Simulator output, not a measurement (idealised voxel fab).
Title: Process Module voxel quadruple lines
Section shown: cut. Width: 275 nm. Cell size: 5 nm, square.
We lay out every cross-section as a grid of square cells and spell it out in bands from the top down, where one band means one or more rows of cells.
Top, bottom (nm), then materials left to right with widths (nm); lone material tagged "full width" fills the whole band edge to edge; "air" = empty space.
Note: height 0 marks the level under which the wafer is uniformly one material as received. Lowest band unbounded below, written "top 0, no bottom".
The notation "30..40" denotes a width that varies across the rows of cells in the band, beginning at the first number in the top row, finishing at the second number in the bottom row, and changing by an identical amount from each row to the next.
Step note "nothing different" = no cross-section cell changed.
You'll see "Sealed cavities" listing empty spaces that have no way open to the top, as long as they're 8 cells or more; the notation is width x height at distance, where the distance is from the left edge, and all of it is in nm.
Where a step's line continues beyond its settings, the continuation is a remark by the simulator itself on that step.
The line of a step may include "overlay nm". On a step with a mask, this value is how far to the right of its planned place the mask lay. A negative value means the mask lay to the left.
From here on the document is pairs. In a pair, the cross-section before one process step comes with the cross-section after it, and the latter goes no deeper than the lowest band that changed. What lies in between, the step and its settings, is written under the pair. A pair may be from a different run of this module on the same starting wafer than the pair above it, so it continues from that pair only where its entry headed "Pre-step geometry" says so.
Pre-step geometry:
top 60, bottom 40  aC full width
top 40, bottom 20  polySi full width
top 20, bottom 5  Ru full width
top 5, bottom 0  SiO2 full width
top 0, no bottom  Si full width
Sealed cavities: none
Post-Process Section:
top 90, bottom 60  resist 120; air 30; resist 125
Unchanged below 60.
Sealed cavities: none
What step was run between the cross-section before it and the cross-section after it, both above? PATTERN, tone open, mask id MANDREL, material resist, width nm 30, thk nm 30, overlay nm 0
Pre-step geometry: see preceding pair, after cross-section.
Post-Process Section:
top 70, bottom 60  resist 120; air 30; resist 125
top 60, bottom 40  aC 120; air 30; aC 125
Unchanged below 40.
Sealed cavities: none
What step was run between the cross-section before it and the cross-section after it, both above? DIRECTIONAL_ETCH, etch materials aC, depth nm 20
Pre-step geometry: see preceding pair, after cross-section.
Post-Process Section:
top 60, bottom 40  aC 120; air 30; aC 125
Unchanged below 40.
Sealed cavities: none
What step was run between the cross-section before it and the cross-section after it, both above? STRIP, etch materials resist
Pre-step geometry: see preceding pair, after cross-section.
Post-Process Section:
top 70, bottom 60  SiO2 130; air 10; SiO2 135
top 60, bottom 50  aC 120; SiO2 10; air 10; SiO2 10; aC 125
top 50, bottom 40  aC 120; SiO2 30; aC 125
Unchanged below 40.
Sealed cavities: none
What step was run between the cross-section before it and the cross-section after it, both above? CONFORMAL_DEP, material SiO2, thk nm 10
Pre-step geometry: see preceding pair, after cross-section.
Post-Process Section:
top 60, bottom 40  aC 120; SiO2 10; air 10; SiO2 10; aC 125
Unchanged below 40.
Sealed cavities: none
What step was run between the cross-section before it and the cross-section after it, both above? DIRECTIONAL_ETCH, etch materials SiO2, depth nm 10
Pre-step geometry: see preceding pair, after cross-section.
Post-Process Section:
top 60, bottom 40  air 120; SiO2 10; air 10; SiO2 10; air 125
Unchanged below 40.
Sealed cavities: none
What step was run between the cross-section before it and the cross-section after it, both above? STRIP, etch materials aC
Pre-step geometry: see preceding pair, after cross-section.
Post-Process Section:
top 60, bottom 40  air 120; SiO2 10; air 10; SiO2 10; air 125
top 40, bottom 20  air 120; polySi 10; air 10; polySi 10; air 125
Unchanged below 20.
Sealed cavities: none
What step was run between the cross-section before it and the cross-section after it, both above? DIRECTIONAL_ETCH, etch materials polySi, depth nm 20
Pre-step geometry: see preceding pair, after cross-section.
Post-Process Section:
top 40, bottom 20  air 120; polySi 10; air 10; polySi 10; air 125
Unchanged below 20.
Sealed cavities: none
What step was run between the cross-section before it and the cross-section after it, both above? STRIP, etch materials SiO2
Pre-step geometry: see preceding pair, after cross-section.
Post-Process Section:
top 50, bottom 40  air 110; SiN 50; air 115
top 40, bottom 30  air 110; SiN 10; polySi 10; SiN 10; polySi 10; SiN 10; air 115
top 30, bottom 20  SiN 120; polySi 10; SiN 10; polySi 10; SiN 125
Unchanged below 20.
Sealed cavities: none
What step was run between the cross-section before it and the cross-section after it, both above? CONFORMAL_DEP, material SiN, thk nm 10
Pre-step geometry: see preceding pair, after cross-section.
Post-Process Section:
top 40, bottom 20  air 110; SiN 10; polySi 10; SiN 10; polySi 10; SiN 10; air 115
Unchanged below 20.
Sealed cavities: none
What step was run between the cross-section before it and the cross-section after it, both above? DIRECTIONAL_ETCH, etch materials SiN, depth nm 10
Pre-step geometry: see preceding pair, after cross-section.
Post-Process Section:
top 40, bottom 20  air 110; SiN 10; air 10; SiN 10; air 10; SiN 10; air 115
Unchanged below 20.
Sealed cavities: none
What step was run between the cross-section before it and the cross-section after it, both above? STRIP, etch materials polySi
Pre-step geometry: see preceding pair, after cross-section.
Post-Process Section:
top 40, bottom 20  air 110; SiN 10; air 10; SiN 10; air 10; SiN 10; air 115
top 20, bottom 5  air 110; Ru 10; air 10; Ru 10; air 10; Ru 10; air 115
Unchanged below 5.
Sealed cavities: none
What step was run between the cross-section before it and the cross-section after it, both above? DIRECTIONAL_ETCH, etch materials Ru, depth nm 15
Pre-step geometry: see preceding pair, after cross-section.
Post-Process Section:
top 20, bottom 5  air 110; Ru 10; air 10; Ru 10; air 10; Ru 10; air 115
Unchanged below 5.
Sealed cavities: none
What step was run between the cross-section before it and the cross-section after it, both above? STRIP, etch materials SiN
